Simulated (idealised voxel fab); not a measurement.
Proc. module: voxel spacer lines
Cross-sectional view cut (width: 155 nm; square cell size: 5 nm).
Reading order for cross-sections: top band down to bottom band. Underlying form: a grid of square cells. Band size: one or more rows of cells.
The band entry comprises the height of the band's top followed by the height of its bottom, expressed in nm, and subsequently the band's materials from left to right, each stated together with its width in nm. Where a single material is marked with the word "everywhere", that material fills the band from edge to edge. The word "empty" represents empty space.
It should be noted that heights are counted from 0, beneath which the wafer as supplied is of one material throughout, and that the lowest band possesses no lower boundary but continues downward, as written in "from 0 down".
With a width like "30->40", each row of cells in the band differs from the next by the same amount, the top row carrying the first number and the bottom row the second.
Where the words "left unchanged" appear for a step, the cross-section shows no cell changed by that step; every cell remained as before.
Closed voids list: empty space of 8 cells or more with no open way to the top, each as width x height at its distance from the left edge, in nm
On each step's line, the part that comes after the settings is the simulator's own comment on the step.
overlay nm: mask right of planned place by this much (step with mask). Neg. = left.
How should the pairs below be read? Each gives the cross-section before one process step and the cross-section after it, the latter drawn only to the lowest band that changed; the step that lies between them, with its settings, appears under the pair. Does a pair pick up where the pair above left off? Only where its entry headed "Pre-step geometry" says so, since pairs can come from different runs of this module on the same starting wafer.
Pre-step geometry:
* from 0 down | Si everywhere
* Closed voids list: none
Resulting Structure:
* from 5 to 0 | Al2O3 everywhere
* Below 0, no change.
* Closed voids list: none
The structure goes from the before cross-section above to the after cross-section through op CONFORMAL_DEP | material Al2O3 | thk nm 5
Pre-step geometry: Reference is made to the cross-section shown after the step in the pair directly above, which represents the state prior to this step.
Resulting Structure:
* from 15 to 5 | SiN everywhere
* Below 5, no change.
* Closed voids list: none
The structure goes from the before cross-section above to the after cross-section through op DIRECTIONAL_DEP | material SiN | thk nm 10
Pre-step geometry: Reference is made to the cross-section shown after the step in the pair directly above, which represents the state prior to this step.
Resulting Structure:
* from 35 to 15 | polySi everywhere
* Below 15, no change.
* Closed voids list: none
The structure goes from the before cross-section above to the after cross-section through op DIRECTIONAL_DEP | material polySi | thk nm 20
Pre-step geometry: Reference is made to the cross-section shown after the step in the pair directly above, which represents the state prior to this step.
Resulting Structure:
* from 60 to 35 | 30 empty  25 resist  45 empty  25 resist  30 empty
* Below 35, no change.
* Closed voids list: none
The structure goes from the before cross-section above to the after cross-section through op PATTERN | tone cover | mask id MANDREL | material resist | width nm 25 | pitch nm 70 | thk nm 25 | overlay nm 0
Pre-step geometry: Reference is made to the cross-section shown after the step in the pair directly above, which represents the state prior to this step.
Resulting Structure:
* from 60 to 35 | 30 empty  25 resist  45 empty  25 resist  30 empty
* from 35 to 15 | 30 empty  25 polySi  45 empty  25 polySi  30 empty
* Below 15, no change.
* Closed voids list: none
The structure goes from the before cross-section above to the after cross-section through op DIRECTIONAL_ETCH | etch materials polySi | depth nm 20
Pre-step geometry: Reference is made to the cross-section shown after the step in the pair directly above, which represents the state prior to this step.
Resulting Structure:
* from 35 to 15 | 30 empty  25 polySi  45 empty  25 polySi  30 empty
* Below 15, no change.
* Closed voids list: none
The structure goes from the before cross-section above to the after cross-section through op STRIP | etch materials resist
Pre-step geometry: Reference is made to the cross-section shown after the step in the pair directly above, which represents the state prior to this step.
Resulting Structure:
* from 45 to 35 | 20 empty  45 SiO2  25 empty  45 SiO2  20 empty
* from 35 to 25 | 20 empty  10 SiO2  25 polySi  10 SiO2  25 empty  10 SiO2  25 polySi  10 SiO2  20 empty
* from 25 to 15 | 30 SiO2  25 polySi  45 SiO2  25 polySi  30 SiO2
* Below 15, no change.
* Closed voids list: none
The structure goes from the before cross-section above to the after cross-section through op CONFORMAL_DEP | material SiO2 | thk nm 10
Pre-step geometry: Reference is made to the cross-section shown after the step in the pair directly above, which represents the state prior to this step.
Resulting Structure:
* from 35 to 15 | 20 empty  10 SiO2  25 polySi  10 SiO2  25 empty  10 SiO2  25 polySi  10 SiO2  20 empty
* Below 15, no change.
* Closed voids list: none
The structure goes from the before cross-section above to the after cross-section through op DIRECTIONAL_ETCH | etch materials SiO2 | depth nm 10
Pre-step geometry: Reference is made to the cross-section shown after the step in the pair directly above, which represents the state prior to this step.
Resulting Structure:
* from 35 to 15 | 20 empty  10 SiO2  25 empty  10 SiO2  25 empty  10 SiO2  25 empty  10 SiO2  20 empty
* Below 15, no change.
* Closed voids list: none
The structure goes from the before cross-section above to the after cross-section through op STRIP | etch materials polySi
Pre-step geometry: Reference is made to the cross-section shown after the step in the pair directly above, which represents the state prior to this step.
Resulting Structure:
* from 35 to 15 | 20 empty  10 SiO2  25 empty  10 SiO2  25 empty  10 SiO2  25 empty  10 SiO2  20 empty
* from 15 to 5 | 20 empty  10 SiN  25 empty  10 SiN  25 empty  10 SiN  25 empty  10 SiN  20 empty
* Below 5, no change.
* Closed voids list: none
The structure goes from the before cross-section above to the after cross-section through op DIRECTIONAL_ETCH | etch materials SiN | depth nm 10
Pre-step geometry: Reference is made to the cross-section shown after the step in the pair directly above, which represents the state prior to this step.
Resulting Structure:
* from 15 to 5 | 20 empty  10 SiN  25 empty  10 SiN  25 empty  10 SiN  25 empty  10 SiN  20 empty
* Below 5, no change.
* Closed voids list: none
The structure goes from the before cross-section above to the after cross-section through op STRIP | etch materials SiO2
Pre-step geometry:
* from 0 down | Si everywhere
* Closed voids list: none
Resulting Structure:
* from 10 to 0 | SiN everywhere
* Below 0, no change.
* Closed voids list: none
The structure goes from the before cross-section above to the after cross-section through op DIRECTIONAL_DEP | material SiN | thk nm 10
Pre-step geometry: Reference is made to the cross-section shown after the step in the pair directly above, which represents the state prior to this step.
Resulting Structure:
* from 30 to 10 | polySi everywhere
* Below 10, no change.
* Closed voids list: none
The structure goes from the before cross-section above to the after cross-section through op DIRECTIONAL_DEP | material polySi | thk nm 20
Pre-step geometry: Reference is made to the cross-section shown after the step in the pair directly above, which represents the state prior to this step.
Resulting Structure:
* from 55 to 30 | 30 empty  25 resist  45 empty  25 resist  30 empty
* Below 30, no change.
* Closed voids list: none
The structure goes from the before cross-section above to the after cross-section through op PATTERN | tone cover | mask id MANDREL | material resist | width nm 25 | pitch nm 70 | thk nm 25 | overlay nm 0
Pre-step geometry: Reference is made to the cross-section shown after the step in the pair directly above, which represents the state prior to this step.
Resulting Structure:
* from 55 to 30 | 30 empty  25 resist  45 empty  25 resist  30 empty
* from 30 to 10 | 30 empty  25 polySi  45 empty  25 polySi  30 empty
* Below 10, no change.
* Closed voids list: none
The structure goes from the before cross-section above to the after cross-section through op DIRECTIONAL_ETCH | etch materials polySi | depth nm 20
Pre-step geometry: Reference is made to the cross-section shown after the step in the pair directly above, which represents the state prior to this step.
Resulting Structure:
* from 30 to 10 | 30 empty  25 polySi  45 empty  25 polySi  30 empty
* Below 10, no change.
* Closed voids list: none
The structure goes from the before cross-section above to the after cross-section through op STRIP | etch materials resist
Pre-step geometry: Reference is made to the cross-section shown after the step in the pair directly above, which represents the state prior to this step.
Resulting Structure:
* from 40 to 30 | 20 empty  45 SiO2  25 empty  45 SiO2  20 empty
* from 30 to 20 | 20 empty  10 SiO2  25 polySi  10 SiO2  25 empty  10 SiO2  25 polySi  10 SiO2  20 empty
* from 20 to 10 | 30 SiO2  25 polySi  45 SiO2  25 polySi  30 SiO2
* Below 10, no change.
* Closed voids list: none
The structure goes from the before cross-section above to the after cross-section through op CONFORMAL_DEP | material SiO2 | thk nm 10
Pre-step geometry: Reference is made to the cross-section shown after the step in the pair directly above, which represents the state prior to this step.
Resulting Structure:
* from 30 to 10 | 20 empty  10 SiO2  25 polySi  10 SiO2  25 empty  10 SiO2  25 polySi  10 SiO2  20 empty
* Below 10, no change.
* Closed voids list: none
The structure goes from the before cross-section above to the after cross-section through op DIRECTIONAL_ETCH | etch materials SiO2 | depth nm 10
Pre-step geometry: Reference is made to the cross-section shown after the step in the pair directly above, which represents the state prior to this step.
Resulting Structure:
* from 30 to 10 | 20 empty  10 SiO2  25 empty  10 SiO2  25 empty  10 SiO2  25 empty  10 SiO2  20 empty
* Below 10, no change.
* Closed voids list: none
The structure goes from the before cross-section above to the after cross-section through op STRIP | etch materials polySi
Pre-step geometry: Reference is made to the cross-section shown after the step in the pair directly above, which represents the state prior to this step.
Resulting Structure:
* from 30 to 10 | 20 empty  10 SiO2  25 empty  10 SiO2  25 empty  10 SiO2  25 empty  10 SiO2  20 empty
* from 10 to 0 | 20 empty  10 SiN  25 empty  10 SiN  25 empty  10 SiN  25 empty  10 SiN  20 empty
* Below 0, no change.
* Closed voids list: none
The structure goes from the before cross-section above to the after cross-section through op DIRECTIONAL_ETCH | etch materials SiN | depth nm 10
Pre-step geometry: Reference is made to the cross-section shown after the step in the pair directly above, which represents the state prior to this step.
Resulting Structure:
* from 10 to 0 | 20 empty  10 SiN  25 empty  10 SiN  25 empty  10 SiN  25 empty  10 SiN  20 empty
* Below 0, no change.
* Closed voids list: none
The structure goes from the before cross-section above to the after cross-section through op STRIP | etch materials SiO2
Pre-step geometry:
* from 35 to 15 | 20 empty  10 SiO2  25 polySi  10 SiO2  25 empty  10 SiO2  25 polySi  10 SiO2  20 empty
* from 15 to 5 | SiN everywhere
* from 5 to 0 | Al2O3 everywhere
* from 0 down | Si everywhere
* Closed voids list: none
Resulting Structure:
* from 35 to 15 | 20 empty  10 SiO2  25 polySi  10 SiO2  25 empty  10 SiO2  25 polySi  10 SiO2  20 empty
* from 15 to 5 | 20 empty  45 SiN  25 empty  45 SiN  20 empty
* Below 5, no change.
* Closed voids list: none
The structure goes from the before cross-section above to the after cross-section through op DIRECTIONAL_ETCH | etch materials SiN | depth nm 10
Pre-step geometry: Reference is made to the cross-section shown after the step in the pair directly above, which represents the state prior to this step.
Resulting Structure:
* from 35 to 15 | 20 empty  10 SiO2  25 empty  10 SiO2  25 empty  10 SiO2  25 empty  10 SiO2  20 empty
* Below 15, no change.
* Closed voids list: none
The structure goes from the before cross-section above to the after cross-section through op STRIP | etch materials polySi
Pre-step geometry: Reference is made to the cross-section shown after the step in the pair directly above, which represents the state prior to this step.
Resulting Structure:
* from 15 to 5 | 20 empty  45 SiN  25 empty  45 SiN  20 empty
* Below 5, no change.
* Closed voids list: none
The structure goes from the before cross-section above to the after cross-section through op STRIP | etch materials SiO2
Pre-step geometry:
* from 35 to 15 | 20 empty  10 SiO2  25 empty  10 SiO2  25 empty  10 SiO2  25 empty  10 SiO2  20 empty
* from 15 to 5 | SiN everywhere
* from 5 to 0 | Al2O3 everywhere
* from 0 down | Si everywhere
* Closed voids list: none
Resulting Structure:
* from 35 to 15 | 20 empty  10 SiO2  25 empty  10 SiO2  25 empty  10 SiO2  25 empty  10 SiO2  20 empty
* from 15 to 10 | 20 empty  10 SiN  25 empty  10 SiN  25 empty  10 SiN  25 empty  10 SiN  20 empty
* Below 10, no change.
* Closed voids list: none
The structure goes from the before cross-section above to the after cross-section through op DIRECTIONAL_ETCH | etch materials SiN | depth nm 5
Pre-step geometry: Reference is made to the cross-section shown after the step in the pair directly above, which represents the state prior to this step.
Resulting Structure:
* from 15 to 10 | 20 empty  10 SiN  25 empty  10 SiN  25 empty  10 SiN  25 empty  10 SiN  20 empty
* Below 10, no change.
* Closed voids list: none
The structure goes from the before cross-section above to the after cross-section through op STRIP | etch materials SiO2
Pre-step geometry:
* from 35 to 15 | polySi everywhere
* from 15 to 5 | SiN everywhere
* from 5 to 0 | Al2O3 everywhere
* from 0 down | Si everywhere
* Closed voids list: none
Resulting Structure:
* from 60 to 35 | 35 empty  20 resist  50 empty  20 resist  30 empty
* Below 35, no change.
* Closed voids list: none
The structure goes from the before cross-section above to the after cross-section through op PATTERN | tone cover | mask id MANDREL | material resist | width nm 20 | pitch nm 70 | thk nm 25 | overlay nm 0
Pre-step geometry: Reference is made to the cross-section shown after the step in the pair directly above, which represents the state prior to this step.
Resulting Structure:
* from 60 to 35 | 35 empty  20 resist  50 empty  20 resist  30 empty
* from 35 to 15 | 35 empty  20 polySi  50 empty  20 polySi  30 empty
* Below 15, no change.
* Closed voids list: none
The structure goes from the before cross-section above to the after cross-section through op DIRECTIONAL_ETCH | etch materials polySi | depth nm 20
Pre-step geometry: Reference is made to the cross-section shown after the step in the pair directly above, which represents the state prior to this step.
Resulting Structure:
* from 35 to 15 | 35 empty  20 polySi  50 empty  20 polySi  30 empty
* Below 15, no change.
* Closed voids list: none
The structure goes from the before cross-section above to the after cross-section through op STRIP | etch materials resist
Pre-step geometry: Reference is made to the cross-section shown after the step in the pair directly above, which represents the state prior to this step.
Resulting Structure:
* from 45 to 35 | 25 empty  40 SiO2  30 empty  40 SiO2  20 empty
* from 35 to 25 | 25 empty  10 SiO2  20 polySi  10 SiO2  30 empty  10 SiO2  20 polySi  10 SiO2  20 empty
* from 25 to 15 | 35 SiO2  20 polySi  50 SiO2  20 polySi  30 SiO2
* Below 15, no change.
* Closed voids list: none
The structure goes from the before cross-section above to the after cross-section through op CONFORMAL_DEP | material SiO2 | thk nm 10
Pre-step geometry: Reference is made to the cross-section shown after the step in the pair directly above, which represents the state prior to this step.
Resulting Structure:
* from 35 to 15 | 25 empty  10 SiO2  20 polySi  10 SiO2  30 empty  10 SiO2  20 polySi  10 SiO2  20 empty
* Below 15, no change.
* Closed voids list: none
The structure goes from the before cross-section above to the after cross-section through op DIRECTIONAL_ETCH | etch materials SiO2 | depth nm 10
Pre-step geometry: Reference is made to the cross-section shown after the step in the pair directly above, which represents the state prior to this step.
Resulting Structure:
* from 35 to 15 | 25 empty  10 SiO2  20 empty  10 SiO2  30 empty  10 SiO2  20 empty  10 SiO2  20 empty
* Below 15, no change.
* Closed voids list: none
The structure goes from the before cross-section above to the after cross-section through op STRIP | etch materials polySi
Pre-step geometry: Reference is made to the cross-section shown after the step in the pair directly above, which represents the state prior to this step.
Resulting Structure:
* from 35 to 15 | 25 empty  10 SiO2  20 empty  10 SiO2  30 empty  10 SiO2  20 empty  10 SiO2  20 empty
* from 15 to 5 | 25 empty  10 SiN  20 empty  10 SiN  30 empty  10 SiN  20 empty  10 SiN  20 empty
* Below 5, no change.
* Closed voids list: none
The structure goes from the before cross-section above to the after cross-section through op DIRECTIONAL_ETCH | etch materials SiN | depth nm 10
Pre-step geometry: Reference is made to the cross-section shown after the step in the pair directly above, which represents the state prior to this step.
Resulting Structure:
* from 15 to 5 | 25 empty  10 SiN  20 empty  10 SiN  30 empty  10 SiN  20 empty  10 SiN  20 empty
* Below 5, no change.
* Closed voids list: none
The structure goes from the before cross-section above to the after cross-section through op STRIP | etch materials SiO2
Pre-step geometry:
* from 35 to 15 | polySi everywhere
* from 15 to 5 | SiN everywhere
* from 5 to 0 | Al2O3 everywhere
* from 0 down | Si everywhere
* Closed voids list: none
Resulting Structure:
* from 60 to 35 | 40 empty  25 resist  45 empty  25 resist  20 empty
* Below 35, no change.
* Closed voids list: none
The structure goes from the before cross-section above to the after cross-section through op PATTERN | tone cover | mask id MANDREL | material resist | width nm 25 | pitch nm 70 | thk nm 25 | overlay nm 10
Pre-step geometry: Reference is made to the cross-section shown after the step in the pair directly above, which represents the state prior to this step.
Resulting Structure:
* from 60 to 35 | 40 empty  25 resist  45 empty  25 resist  20 empty
* from 35 to 15 | 40 empty  25 polySi  45 empty  25 polySi  20 empty
* Below 15, no change.
* Closed voids list: none
The structure goes from the before cross-section above to the after cross-section through op DIRECTIONAL_ETCH | etch materials polySi | depth nm 20
Pre-step geometry: Reference is made to the cross-section shown after the step in the pair directly above, which represents the state prior to this step.
Resulting Structure:
* from 35 to 15 | 40 empty  25 polySi  45 empty  25 polySi  20 empty
* Below 15, no change.
* Closed voids list: none
The structure goes from the before cross-section above to the after cross-section through op STRIP | etch materials resist
Pre-step geometry: Reference is made to the cross-section shown after the step in the pair directly above, which represents the state prior to this step.
Resulting Structure:
* from 45 to 35 | 30 empty  45 SiO2  25 empty  45 SiO2  10 empty
* from 35 to 25 | 30 empty  10 SiO2  25 polySi  10 SiO2  25 empty  10 SiO2  25 polySi  10 SiO2  10 empty
* from 25 to 15 | 40 SiO2  25 polySi  45 SiO2  25 polySi  20 SiO2
* Below 15, no change.
* Closed voids list: none
The structure goes from the before cross-section above to the after cross-section through op CONFORMAL_DEP | material SiO2 | thk nm 10
Pre-step geometry: Reference is made to the cross-section shown after the step in the pair directly above, which represents the state prior to this step.
Resulting Structure:
* from 35 to 15 | 30 empty  10 SiO2  25 polySi  10 SiO2  25 empty  10 SiO2  25 polySi  10 SiO2  10 empty
* Below 15, no change.
* Closed voids list: none
The structure goes from the before cross-section above to the after cross-section through op DIRECTIONAL_ETCH | etch materials SiO2 | depth nm 10
Pre-step geometry: Reference is made to the cross-section shown after the step in the pair directly above, which represents the state prior to this step.
Resulting Structure:
* from 35 to 15 | 30 empty  10 SiO2  25 empty  10 SiO2  25 empty  10 SiO2  25 empty  10 SiO2  10 empty
* Below 15, no change.
* Closed voids list: none
The structure goes from the before cross-section above to the after cross-section through op STRIP | etch materials polySi
Pre-step geometry: Reference is made to the cross-section shown after the step in the pair directly above, which represents the state prior to this step.
Resulting Structure:
* from 35 to 15 | 30 empty  10 SiO2  25 empty  10 SiO2  25 empty  10 SiO2  25 empty  10 SiO2  10 empty
* from 15 to 5 | 30 empty  10 SiN  25 empty  10 SiN  25 empty  10 SiN  25 empty  10 SiN  10 empty
* Below 5, no change.
* Closed voids list: none
The structure goes from the before cross-section above to the after cross-section through op DIRECTIONAL_ETCH | etch materials SiN | depth nm 10
Pre-step geometry: Reference is made to the cross-section shown after the step in the pair directly above, which represents the state prior to this step.
Resulting Structure:
* from 15 to 5 | 30 empty  10 SiN  25 empty  10 SiN  25 empty  10 SiN  25 empty  10 SiN  10 empty
* Below 5, no change.
* Closed voids list: none
The structure goes from the before cross-section above to the after cross-section through op STRIP | etch materials SiO2
Pre-step geometry:
* from 35 to 15 | 30 empty  25 polySi  45 empty  25 polySi  30 empty
* from 15 to 5 | SiN everywhere
* from 5 to 0 | Al2O3 everywhere
* from 0 down | Si everywhere
* Closed voids list: none
Resulting Structure:
* from 45 to 35 | 20 empty  45 Al2O3  25 empty  45 Al2O3  20 empty
* from 35 to 25 | 20 empty  10 Al2O3  25 polySi  10 Al2O3  25 empty  10 Al2O3  25 polySi  10 Al2O3  20 empty
* from 25 to 15 | 30 Al2O3  25 polySi  45 Al2O3  25 polySi  30 Al2O3
* Below 15, no change.
* Closed voids list: none
The structure goes from the before cross-section above to the after cross-section through op CONFORMAL_DEP | material Al2O3 | thk nm 10
Pre-step geometry:
* from 35 to 15 | polySi everywhere
* from 15 to 5 | SiN everywhere
* from 5 to 0 | Al2O3 everywhere
* from 0 down | Si everywhere
* Closed voids list: none
Resulting Structure:
* from 60 to 35 | 30 resist  25 empty  45 resist  25 empty  30 resist
* Below 35, no change.
* Closed voids list: none
The structure goes from the before cross-section above to the after cross-section through op PATTERN | tone open | mask id MANDREL | material resist | width nm 25 | pitch nm 70 | thk nm 25 | overlay nm 0
Pre-step geometry: Reference is made to the cross-section shown after the step in the pair directly above, which represents the state prior to this step.
Resulting Structure:
* from 60 to 35 | 30 resist  25 empty  45 resist  25 empty  30 resist
* from 35 to 15 | 30 polySi  25 empty  45 polySi  25 empty  30 polySi
* Below 15, no change.
* Closed voids list: none
The structure goes from the before cross-section above to the after cross-section through op DIRECTIONAL_ETCH | etch materials polySi | depth nm 20
Pre-step geometry: Reference is made to the cross-section shown after the step in the pair directly above, which represents the state prior to this step.
Resulting Structure:
* from 35 to 15 | 30 polySi  25 empty  45 polySi  25 empty  30 polySi
* Below 15, no change.
* Closed voids list: none
The structure goes from the before cross-section above to the after cross-section through op STRIP | etch materials resist
Pre-step geometry: Reference is made to the cross-section shown after the step in the pair directly above, which represents the state prior to this step.
Resulting Structure:
* from 45 to 35 | 40 SiO2  5 empty  65 SiO2  5 empty  40 SiO2
* from 35 to 25 | 30 polySi  10 SiO2  5 empty  10 SiO2  45 polySi  10 SiO2  5 empty  10 SiO2  30 polySi
* from 25 to 15 | 30 polySi  25 SiO2  45 polySi  25 SiO2  30 polySi
* Below 15, no change.
* Closed voids list: none
The structure goes from the before cross-section above to the after cross-section through op CONFORMAL_DEP | material SiO2 | thk nm 10
Pre-step geometry: Reference is made to the cross-section shown after the step in the pair directly above, which represents the state prior to this step.
Resulting Structure:
* from 35 to 15 | 30 polySi  10 SiO2  5 empty  10 SiO2  45 polySi  10 SiO2  5 empty  10 SiO2  30 polySi
* Below 15, no change.
* Closed voids list: none
The structure goes from the before cross-section above to the after cross-section through op DIRECTIONAL_ETCH | etch materials SiO2 | depth nm 10
Pre-step geometry: Reference is made to the cross-section shown after the step in the pair directly above, which represents the state prior to this step.
Resulting Structure:
* from 35 to 15 | 30 empty  10 SiO2  5 empty  10 SiO2  45 empty  10 SiO2  5 empty  10 SiO2  30 empty
* Below 15, no change.
* Closed voids list: none
The structure goes from the before cross-section above to the after cross-section through op STRIP | etch materials polySi
Pre-step geometry: Reference is made to the cross-section shown after the step in the pair directly above, which represents the state prior to this step.
Resulting Structure:
* from 35 to 15 | 30 empty  10 SiO2  5 empty  10 SiO2  45 empty  10 SiO2  5 empty  10 SiO2  30 empty
* from 15 to 5 | 30 empty  10 SiN  5 empty  10 SiN  45 empty  10 SiN  5 empty  10 SiN  30 empty
* Below 5, no change.
* Closed voids list: none
The structure goes from the before cross-section above to the after cross-section through op DIRECTIONAL_ETCH | etch materials SiN | depth nm 10
Pre-step geometry: Reference is made to the cross-section shown after the step in the pair directly above, which represents the state prior to this step.
Resulting Structure:
* from 15 to 5 | 30 empty  10 SiN  5 empty  10 SiN  45 empty  10 SiN  5 empty  10 SiN  30 empty
* Below 5, no change.
* Closed voids list: none
The structure goes from the before cross-section above to the after cross-section through op STRIP | etch materials SiO2
